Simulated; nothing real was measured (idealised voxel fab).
Process module, titled voxel quadruple lines
It is cross-section cut that appears here, measuring 235 nm in width, its square cells being 5 nm in size.
Cross-section spec: square-cell grid; bands listed top down; each band is one or more rows. Top height, bottom height, nm. Materials left to right, width each, nm. Single material + "full width" = fills band edge to edge. "air" = empty. Ref level 0: as-received wafer is one material below here. Bottom band extends down with no lower bound ("0 down"). When a width is written as two numbers, as in "30..40", the first number is the width in the top row of cells of the band and the second is the width in its bottom row, and the width changes by the same amount from each row to the next. Step note "all unchanged" = no cross-section cell changed. Closed empty spaces (no open way to the top) of 8 cells or more are what "Unvented voids" lists, each as width x height at distance from the left edge, nm for all three. What comes after the settings on a step's line is commentary from the simulator itself on that step. The "overlay nm" setting may appear on a step's line; for a step that uses a mask, it gives how far to the right of its planned position the mask lay, and a negative value indicates the left.

### The steps planned for the process are as follows
- 1: RECEIVE [material Si]
- 2: CONFORMAL_DEP [material SiO2] [thk nm 5]
- 3: DIRECTIONAL_DEP [material Ru] [thk nm 15]
- 4: DIRECTIONAL_DEP [material polySi] [thk nm 15]
- 5: DIRECTIONAL_DEP [material aC] [thk nm 25]
- 6: PATTERN [tone cover] [mask id MANDREL] [material resist] [width nm 25] [pitch nm 80] [thk nm 35] [overlay nm 0]
- 7: DIRECTIONAL_ETCH [etch materials aC] [depth nm 25]
- 8: STRIP [etch materials resist]
- 9: CONFORMAL_DEP [material SiO2] [thk nm 15]
- 10: DIRECTIONAL_ETCH [etch materials SiO2] [depth nm 15]
- 11: STRIP [etch materials aC]
- 12: DIRECTIONAL_ETCH [etch materials polySi] [depth nm 15]
- 13: STRIP [etch materials SiO2]
- 14: CONFORMAL_DEP [material SiCN] [thk nm 5]
- 15: DIRECTIONAL_ETCH [etch materials SiCN] [depth nm 5]
- 16: STRIP [etch materials polySi]
- 17: DIRECTIONAL_ETCH [etch materials Ru] [depth nm 15]
- 18: STRIP [etch materials SiCN]

### Step 1 complete: cross-section of the wafer as received
    0 down | Si full width
    Unvented voids: none

### Final wafer profile in cross-section after the module, from the same start and plan as above, with one mistake made during processing
    20 to 5 | air 35 nm, then Ru 5 nm, then air 15 nm, then Ru 5 nm, then air 15 nm, then Ru 5 nm, then air 15 nm, then Ru 5 nm, then air 15 nm, then Ru 5 nm, then air 15 nm, then Ru 5 nm, then air 15 nm, then Ru 5 nm, then air 15 nm, then Ru 5 nm, then air 55 nm
    5 to 0 | SiO2 full width
    0 down | Si full width
    Unvented voids: none
Nonconformance to the process plan: the process deviated at step 6: the operation and settings actually run there were PATTERN [tone cover] [mask id MANDREL] [material resist] [width nm 25] [pitch nm 80] [thk nm 35] [overlay nm -10]
